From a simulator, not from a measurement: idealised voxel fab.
voxel ribs on slabs: a process module
Cross-section cut: width 165 nm, square cells of 5 nm.
Just so we're on the same page, the cross-sections are grids of square cells, and they're listed out in bands top to bottom, each band one or more rows deep. What a band's entry tells you: where the top is and where the bottom is, as heights in nm, and after that what lies inside, material by material from left to right, each with its width in nm. Empty space is written as the word "blank", and a single material marked with the word "full width" occupies the band from edge to edge. Heights from 0 (as-received wafer is one material below). Bottom band endless downward, as "0..down". The notation "30 to 40" denotes a width that varies across the rows of cells in the band, beginning at the first number in the top row, finishing at the second number in the bottom row, and changing by an identical amount from each row to the next. "no change" after a step means that no cell of the cross-section changed. Empty spaces counting at least 8 cells and having no open way to the top are listed in "Completely enclosed voids". The notation width x height at distance is used for each, the distance being from the left edge and all three values in nm. Note: text after step settings on the step line = simulator remark on that step. A step's line can hold "overlay nm"; with a mask on that step, the setting says how far right of the planned place the mask lay, while a negative setting says it lay to the left.

Process steps foreseen in the plan
| 1 | RECEIVE,material Si |
| 2 | DIRECTIONAL_DEP,material SiO2,thk nm 25 |
| 3 | DIRECTIONAL_DEP,material SiN,thk nm 15 |
| 4 | MASKED_ETCH,tone cover,mask id RIB,width nm 25,etch materials SiN,depth nm 5,overlay nm 0 |
| 5 | PATTERN,tone cover,mask id SLAB,material resist,width nm 55,thk nm 20,overlay nm 0 |
| 6 | DIRECTIONAL_ETCH,etch materials SiN,depth nm 10 |
| 7 | STRIP,etch materials resist |
| 8 | FILL_DEP,material SiO2,thk nm 15 |
| 9 | CMP,height nm 50 |
| 10 | DIRECTIONAL_DEP,material TiN,thk nm 5 |
| 11 | PATTERN,tone cover,mask id HEATER,material resist,width nm 35,thk nm 20,overlay nm 0 |
| 12 | DIRECTIONAL_ETCH,etch materials TiN,depth nm 5 |
| 13 | STRIP,etch materials resist |
| 14 | CONFORMAL_DEP,material SiN,thk nm 10 |

Cross-section of the wafer as it came to us, i.e., already through step 1
* 0..down  Si full width
* Completely enclosed voids: none

The first of two wafers, cross-sectioned at the end of the module, with the run proceeding as planned
* 65..60  blank 55 nm, then SiN 55 nm, then blank 55 nm
* 60..55  SiN full width
* 55..50  SiN 65 nm, then TiN 35 nm, then SiN 65 nm
* 50..40  SiO2 full width
* 40..35  SiO2 70 nm, then SiN 25 nm, then SiO2 70 nm
* 35..25  SiO2 55 nm, then SiN 55 nm, then SiO2 55 nm
* 25..0  SiO2 full width
* 0..down  Si full width
* Completely enclosed voids: none

Cross-section, second wafer: same start as the first, same plan as the first, one mistake in running it; taken at the end of the module
* 65..60  blank 55 nm, then SiN 55 nm, then blank 55 nm
* 60..55  SiN full width
* 55..50  SiN 65 nm, then TiN 35 nm, then SiN 65 nm
* 50..15  SiO2 full width
* 15..0  SiN full width
* 0..down  Si full width
* Completely enclosed voids: none
What was the processing mistake? transposition of steps 2 and 3 relative to the planned sequence
Wrapping up, a cell-based count of both wafers puts the second over or under the first for these materials: SiN: 72 more, SiO2: 72 fewer
